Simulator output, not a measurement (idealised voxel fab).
process module | voxel spacer lines
cross-section cut | 205 nm wide | cells 5 nm
A cross-section is a grid of square cells, given in bands from the top down. A band is one or more rows of cells.
Each band's line starts with the height of the band's top and of its bottom, in nm. Then come its materials from left to right, each with its width in nm. One material with "throughout" fills the band from edge to edge. "air" is empty space.
Height 0 is the level under which the wafer as received is all one material. The lowest band goes on downwards, as in "0 down".
A width such as "30 to 40" changes by the same amount from each row of cells to the next, from the band's top row to its bottom row.
"no change" after a step means that no cell of the cross-section changed.
closed voids: empty space of 8 cells or more with no open way to the top, each as width x height at its distance from the left edge, in nm
after a step's settings: what the simulator itself notes on the step
overlay nm, on a step with a mask: how far to the right of its planned place the mask lay; to the left if negative
plan
1 op RECEIVE | material Si
2 op CONFORMAL_DEP | material Al2O3 | thk nm 10
3 op DIRECTIONAL_DEP | material W | thk nm 15
4 op DIRECTIONAL_DEP | material aC | thk nm 20
5 op PATTERN | tone cover | mask id MANDREL | material resist | width nm 15 | pitch nm 50 | thk nm 25 | overlay nm 0
6 op DIRECTIONAL_ETCH | etch materials aC | depth nm 20
7 op STRIP | etch materials resist
8 op CONFORMAL_DEP | material SiO2 | thk nm 10
9 op DIRECTIONAL_ETCH | etch materials SiO2 | depth nm 10
10 op STRIP | etch materials aC
11 op DIRECTIONAL_ETCH | etch materials W | depth nm 15
12 op STRIP | etch materials SiO2
13 op FILL_DEP | material SiO2 | thk nm 10
14 op CMP | height nm 25
as received, after step 1
  0 down: Si throughout
  closed voids: none
first wafer at the end, as planned
  25 to 10: SiO2 60 | W 10 | SiO2 15 | W 10 | SiO2 15 | W 10 | SiO2 15 | W 10 | SiO2 60
  10 to 0: Al2O3 throughout
  0 down: Si throughout
  closed voids: none
second wafer at the end: like start, like plan, one mistake
  25 to 10: Al2O3 60 | W 10 | Al2O3 15 | W 10 | Al2O3 15 | W 10 | Al2O3 15 | W 10 | Al2O3 60
  10 to 0: Al2O3 throughout
  0 down: Si throughout
  closed voids: none
what went wrong: step 13 ran as: op FILL_DEP | material Al2O3 | thk nm 10
at the end the second wafer has, in cells: 99 more of Al2O3 | 99 fewer of SiO2
